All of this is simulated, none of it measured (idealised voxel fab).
Documented hereafter: the process module known as voxel released beams.
Xsec cut, 260 nm wide, square cell size 5 nm.
When this document writes out a cross-section, it uses a grid of square cells and lists it as bands, beginning at the top and moving down, with a band standing for one or more rows of cells. Quick guide to a band line: top height, bottom height (nm) up front; then every material left to right with its width in nm. Only one material and it's marked "full width"? Then it fills the band edge to edge. And "empty" just means empty space. Ref level 0: as-received wafer is one material below here. Bottom band extends down with no lower bound ("0..down"). You'd read "30..40" like this: the band's top row of cells is as wide as the first number, its bottom row is as wide as the second, and going down, every row changes width by the same amount as the row before did. "remained the same" (step): cross-section cells unchanged, all of them. Listed in "Voids lacking openings": every empty space of 8 or more cells without an open way to the top. Form: width x height at distance, the distance being from the left edge, all in nm. Formally, on a step line, whatever follows the settings is a remark that the simulator itself makes on the step. The optional step-line setting "overlay nm" applies to steps with a mask and quantifies how far to the right of its planned location the mask lay, a negative value indicating leftward placement.
[Intended process steps]
1. RECEIVE with material Si
2. CONFORMAL_DEP with material SiN, thk nm 5
3. DIRECTIONAL_DEP with material SiO2, thk nm 20
4. DIRECTIONAL_DEP with material aC, thk nm 15
5. PATTERN with tone open, mask id ANCHOR, material resist, width nm 25, thk nm 30, overlay nm 0
6. DIRECTIONAL_ETCH with etch materials aC, depth nm 15
7. STRIP with etch materials resist
8. DIRECTIONAL_ETCH with etch materials SiO2, depth nm 20
9. STRIP with etch materials aC
10. CONFORMAL_DEP with material W, thk nm 10
11. PATTERN with tone cover, mask id BEAM, material resist, width nm 80, thk nm 15, overlay nm 0
12. DIRECTIONAL_ETCH with etch materials W, depth nm 10
13. STRIP with etch materials resist
14. STRIP with etch materials SiO2
[Wafer cross-section on receipt, i.e. after step 1]
  0..down = Si full width
  Voids lacking openings: none
[The first of the two wafers as seen in cross-section once the module was finished; processing followed the plan]
  35..25 = 85 nm empty, then 15 nm W, then 5 nm empty, then 60 nm W, then 95 nm empty
  25..15 = 90 nm empty, then 10 nm W, then 5 nm empty, then 10 nm W, then 145 nm empty
  15..5 = 90 nm empty, then 25 nm W, then 145 nm empty
  5..0 = SiN full width
  0..down = Si full width
  Voids lacking openings: none
[Second wafer of the two, sectioned at the end of the module. It began like the first and followed the same plan, but one mistake was made while running it]
  35..25 = 85 nm empty, then 5 nm W, then 5 nm empty, then 70 nm W, then 95 nm empty
  25..15 = 80 nm empty, then 10 nm W, then 5 nm empty, then 10 nm W, then 155 nm empty
  15..5 = 80 nm empty, then 25 nm W, then 155 nm empty
  5..0 = SiN full width
  0..down = Si full width
  Voids lacking openings: none
Where did the run depart from the plan? step 5 did not happen as planned, as run it was PATTERN with tone open, mask id ANCHOR, material resist, width nm 25, thk nm 30, overlay nm -10
Final wafers compared: equal cell tally per material, rearranged layout.
